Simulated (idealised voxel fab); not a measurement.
This is a process module. Its name is voxel air gaps.
We display cut, a cross-section 185 nm in width whose square cells are each 5 nm.
Square cells in a grid make up a cross-section in this document, and the grid is given as bands, listed from the top down, each one or more rows of cells.
Each band's line starts with the height of the band's top and of its bottom, in nm. Then come its materials from left to right, each with its width in nm. One material with "all across" fills the band from edge to edge. "empty" is empty space.
Counting heights begins at 0, where everything beneath is, in the wafer as received, one material. The lowest band has no bottom; it goes on downwards, as "0 down" shows.
So if you see something like "30->40" for the width, read it as the top row of the band sitting at the first number and the bottom row at the second, with every row in between moving by the same amount as the last.
"no modifications" (step): cross-section cells unchanged, all of them.
Listed in "Entrapped void list": every empty space of 8 or more cells without an open way to the top. Form: width x height at distance, the distance being from the left edge, all in nm.
Formally, on a step line, whatever follows the settings is a remark that the simulator itself makes on the step.
If you see "overlay nm" on a step's line and that step has a mask, it's telling you how far right of where it was planned the mask ended up; a negative number means it went left instead.

# Below is the list of planned process steps
1 RECEIVE with material Si
2 CONFORMAL_DEP with material SiO2, thk nm 15
3 CONFORMAL_DEP with material SiN, thk nm 5
4 DIRECTIONAL_DEP with material SiO2, thk nm 40
5 PATTERN with tone open, mask id LINES, material resist, width nm 25, pitch nm 50, thk nm 15, overlay nm -15
6 DIRECTIONAL_ETCH with etch materials SiO2, depth nm 40
7 STRIP with etch materials resist
8 CONFORMAL_DEP with material TiN, thk nm 5
9 FILL_DEP with material W, thk nm 10
10 CMP with height nm 60
11 EPI with material Ru, thk nm 10
12 SELECTIVE_ETCH with etch materials SiO2, depth nm 50
13 CONFORMAL_DEP with material SiCN, thk nm 5
Split variable: overlay nm, step 5. Plan value = first wafer. Wafers start alike.

# Cross-section of the first of several received wafers, showing its state after step 1
- 0 down = Si all across
- Entrapped void list: none

# First of several wafers, sectioned at end of module (last step: step 13)
- 75 to 70 = SiCN 155 nm; empty 30 nm
- 70 to 60 = SiCN 5 nm; Ru 45 nm; SiCN 5 nm; Ru 45 nm; SiCN 5 nm; Ru 45 nm; SiCN 5 nm; empty 30 nm
- 60 to 55 = SiCN 15 nm; TiN 5 nm; W 15 nm; TiN 5 nm; SiCN 25 nm; TiN 5 nm; W 15 nm; TiN 5 nm; SiCN 25 nm; TiN 5 nm; W 15 nm; TiN 5 nm; SiCN 15 nm; empty 30 nm
- 55 to 25 = empty 10 nm; SiCN 5 nm; TiN 5 nm; W 15 nm; TiN 5 nm; SiCN 5 nm; empty 15 nm; SiCN 5 nm; TiN 5 nm; W 15 nm; TiN 5 nm; SiCN 5 nm; empty 15 nm; SiCN 5 nm; TiN 5 nm; W 15 nm; TiN 5 nm; SiCN 5 nm; empty 40 nm
- 25 to 20 = SiCN 15 nm; TiN 25 nm; SiCN 25 nm; TiN 25 nm; SiCN 25 nm; TiN 25 nm; SiCN 45 nm
- 20 to 15 = SiN all across
- 15 to 0 = SiO2 all across
- 0 down = Si all across
- Entrapped void list: 10 x 30 at 0; 15 x 30 at 45; 15 x 30 at 95

# Sectional view of the last wafer upon completion of the module
- 75 to 70 = empty 30 nm; SiCN 155 nm
- 70 to 60 = empty 30 nm; SiCN 5 nm; Ru 45 nm; SiCN 5 nm; Ru 45 nm; SiCN 5 nm; Ru 45 nm; SiCN 5 nm
- 60 to 55 = empty 30 nm; SiCN 15 nm; TiN 5 nm; W 15 nm; TiN 5 nm; SiCN 25 nm; TiN 5 nm; W 15 nm; TiN 5 nm; SiCN 25 nm; TiN 5 nm; W 15 nm; TiN 5 nm; SiCN 15 nm
- 55 to 25 = empty 40 nm; SiCN 5 nm; TiN 5 nm; W 15 nm; TiN 5 nm; SiCN 5 nm; empty 15 nm; SiCN 5 nm; TiN 5 nm; W 15 nm; TiN 5 nm; SiCN 5 nm; empty 15 nm; SiCN 5 nm; TiN 5 nm; W 15 nm; TiN 5 nm; SiCN 5 nm; empty 10 nm
- 25 to 20 = SiCN 45 nm; TiN 25 nm; SiCN 25 nm; TiN 25 nm; SiCN 25 nm; TiN 25 nm; SiCN 15 nm
- 20 to 15 = SiN all across
- 15 to 0 = SiO2 all across
- 0 down = Si all across
- Entrapped void list: 15 x 30 at 75; 15 x 30 at 125; 10 x 30 at 175

# The following table contains a row per wafer, in which are reported, at the conclusion of the module, the cells of each material gained (+) or lost (-) since the wafer's receipt, with its closed voids given thereafter
overlay nm -15, +54 Ru, +113 SiCN, +37 SiN, +111 SiO2, +57 TiN, +63 W, Entrapped void list: 10 x 30 at 0; 15 x 30 at 45; 15 x 30 at 95
overlay nm -10, +54 Ru, +113 SiCN, +37 SiN, +111 SiO2, +57 TiN, +63 W, Entrapped void list: 15 x 30 at 50; 15 x 30 at 100
overlay nm -5, +54 Ru, +113 SiCN, +37 SiN, +111 SiO2, +57 TiN, +63 W, Entrapped void list: 15 x 30 at 55; 15 x 30 at 105
overlay nm 0, +54 Ru, +113 SiCN, +37 SiN, +111 SiO2, +57 TiN, +63 W, Entrapped void list: 15 x 30 at 60; 15 x 30 at 110
overlay nm 5, +54 Ru, +113 SiCN, +37 SiN, +111 SiO2, +57 TiN, +63 W, Entrapped void list: 15 x 30 at 65; 15 x 30 at 115
overlay nm 10, +54 Ru, +113 SiCN, +37 SiN, +111 SiO2, +57 TiN, +63 W, Entrapped void list: 15 x 30 at 70; 15 x 30 at 120
overlay nm 15, +54 Ru, +113 SiCN, +37 SiN, +111 SiO2, +57 TiN, +63 W, Entrapped void list: 15 x 30 at 75; 15 x 30 at 125; 10 x 30 at 175
